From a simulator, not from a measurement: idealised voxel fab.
process module | voxel ribs on slabs
cross-section cut | 250 nm wide | cells 5 nm
A cross-section is a grid of square cells, given in bands from the top down. A band is one or more rows of cells.
Each band's line starts with the height of the band's top and of its bottom, in nm. Then come its materials from left to right, each with its width in nm. One material with "throughout" fills the band from edge to edge. "air" is empty space.
Height 0 is the level under which the wafer as received is all one material. The lowest band goes on downwards, as in "0 down".
A width such as "30 to 40" changes by the same amount from each row of cells to the next, from the band's top row to its bottom row.
"no change" after a step means that no cell of the cross-section changed.
closed voids: empty space of 8 cells or more with no open way to the top, each as width x height at its distance from the left edge, in nm
after a step's settings: what the simulator itself notes on the step
overlay nm, on a step with a mask: how far to the right of its planned place the mask lay; to the left if negative
plan
1 op RECEIVE | material Si
2 op DIRECTIONAL_DEP | material SiO2 | thk nm 20
3 op DIRECTIONAL_DEP | material polySi | thk nm 15
4 op DIRECTIONAL_DEP | material aC | thk nm 15
5 op PATTERN | tone cover | mask id RIB | material resist | width nm 25 | thk nm 35 | overlay nm 0
6 op DIRECTIONAL_ETCH | etch materials aC | depth nm 15
7 op STRIP | etch materials resist
8 op DIRECTIONAL_ETCH | etch materials polySi | depth nm 10
9 op STRIP | etch materials aC
10 op PATTERN | tone cover | mask id SLAB | material resist | width nm 75 | thk nm 20 | overlay nm 0
11 op DIRECTIONAL_ETCH | etch materials polySi | depth nm 5
12 op STRIP | etch materials resist
13 op FILL_DEP | material SiO2 | thk nm 15
14 op CMP | height nm 45
15 op DIRECTIONAL_DEP | material W | thk nm 10
16 op MASKED_ETCH | tone cover | mask id HEATER | width nm 35 | etch materials W | depth nm 10 | overlay nm 0
17 op CONFORMAL_DEP | material SiN | thk nm 5
first wafer, as planned
as received, after step 1
  0 down: Si throughout
  closed voids: none
after step 2
  20 to 0: SiO2 throughout
  below 0: unchanged
after step 3
  35 to 20: polySi throughout
  below 20: unchanged
after step 4
  50 to 35: aC throughout
  below 35: unchanged
after step 5
  85 to 50: air 110 | resist 25 | air 115
  below 50: unchanged
after step 6
  70 to 50: air 110 | resist 25 | air 115
  50 to 35: air 110 | aC 25 | air 115
  below 35: unchanged
after step 7
  50 to 35: air 110 | aC 25 | air 115
  below 35: unchanged
after step 8
  50 to 35: air 110 | aC 25 | air 115
  35 to 25: air 110 | polySi 25 | air 115
  below 25: unchanged
after step 9
  35 to 25: air 110 | polySi 25 | air 115
  below 25: unchanged
after step 10
  55 to 35: air 85 | resist 75 | air 90
  35 to 25: air 85 | resist 25 | polySi 25 | resist 25 | air 90
  below 25: unchanged
after step 11
  55 to 35: air 85 | resist 75 | air 90
  35 to 25: air 85 | resist 25 | polySi 25 | resist 25 | air 90
  25 to 20: air 85 | polySi 75 | air 90
  below 20: unchanged
after step 12
  35 to 25: air 110 | polySi 25 | air 115
  below 25: unchanged
after step 13
  50 to 35: SiO2 throughout
  35 to 25: SiO2 110 | polySi 25 | SiO2 115
  25 to 20: SiO2 85 | polySi 75 | SiO2 90
  below 20: unchanged
after step 14
  45 to 35: SiO2 throughout
  below 35: unchanged
after step 15
  55 to 45: W throughout
  below 45: unchanged
after step 16
  55 to 45: air 105 | W 35 | air 110
  below 45: unchanged
after step 17
  60 to 55: air 100 | SiN 45 | air 105
  55 to 50: air 100 | SiN 5 | W 35 | SiN 5 | air 105
  50 to 45: SiN 105 | W 35 | SiN 110
  below 45: unchanged
second wafer: like start, like plan, one mistake. Through step 4 it matches the first wafer
when step 5 should have ended
  85 to 50: air 105 | resist 25 | air 120
  below 50: unchanged
when step 6 should have ended
  70 to 50: air 105 | resist 25 | air 120
  50 to 35: air 105 | aC 25 | air 120
  below 35: unchanged
when step 7 should have ended
  50 to 35: air 105 | aC 25 | air 120
  below 35: unchanged
when step 8 should have ended
  50 to 35: air 105 | aC 25 | air 120
  35 to 25: air 105 | polySi 25 | air 120
  below 25: unchanged
when step 9 should have ended
  35 to 25: air 105 | polySi 25 | air 120
  below 25: unchanged
when step 10 should have ended
  55 to 35: air 85 | resist 75 | air 90
  35 to 25: air 85 | resist 20 | polySi 25 | resist 30 | air 90
  below 25: unchanged
when step 11 should have ended
  55 to 35: air 85 | resist 75 | air 90
  35 to 25: air 85 | resist 20 | polySi 25 | resist 30 | air 90
  25 to 20: air 85 | polySi 75 | air 90
  below 20: unchanged
when step 12 should have ended
  35 to 25: air 105 | polySi 25 | air 120
  below 25: unchanged
when step 13 should have ended
  50 to 35: SiO2 throughout
  35 to 25: SiO2 105 | polySi 25 | SiO2 120
  25 to 20: SiO2 85 | polySi 75 | SiO2 90
  below 20: unchanged
when step 14 should have ended
  45 to 35: SiO2 throughout
  below 35: unchanged
when step 15 should have ended
  55 to 45: W throughout
  below 45: unchanged
when step 16 should have ended
  55 to 45: air 105 | W 35 | air 110
  below 45: unchanged
when step 17 should have ended
  60 to 55: air 100 | SiN 45 | air 105
  55 to 50: air 100 | SiN 5 | W 35 | SiN 5 | air 105
  50 to 45: SiN 105 | W 35 | SiN 110
  below 45: unchanged
what went wrong: step 5 ran as: op PATTERN | tone cover | mask id RIB | material resist | width nm 25 | thk nm 35 | overlay nm -5
at the end the second wafer has, in cells: as many of each material as the first, in other places
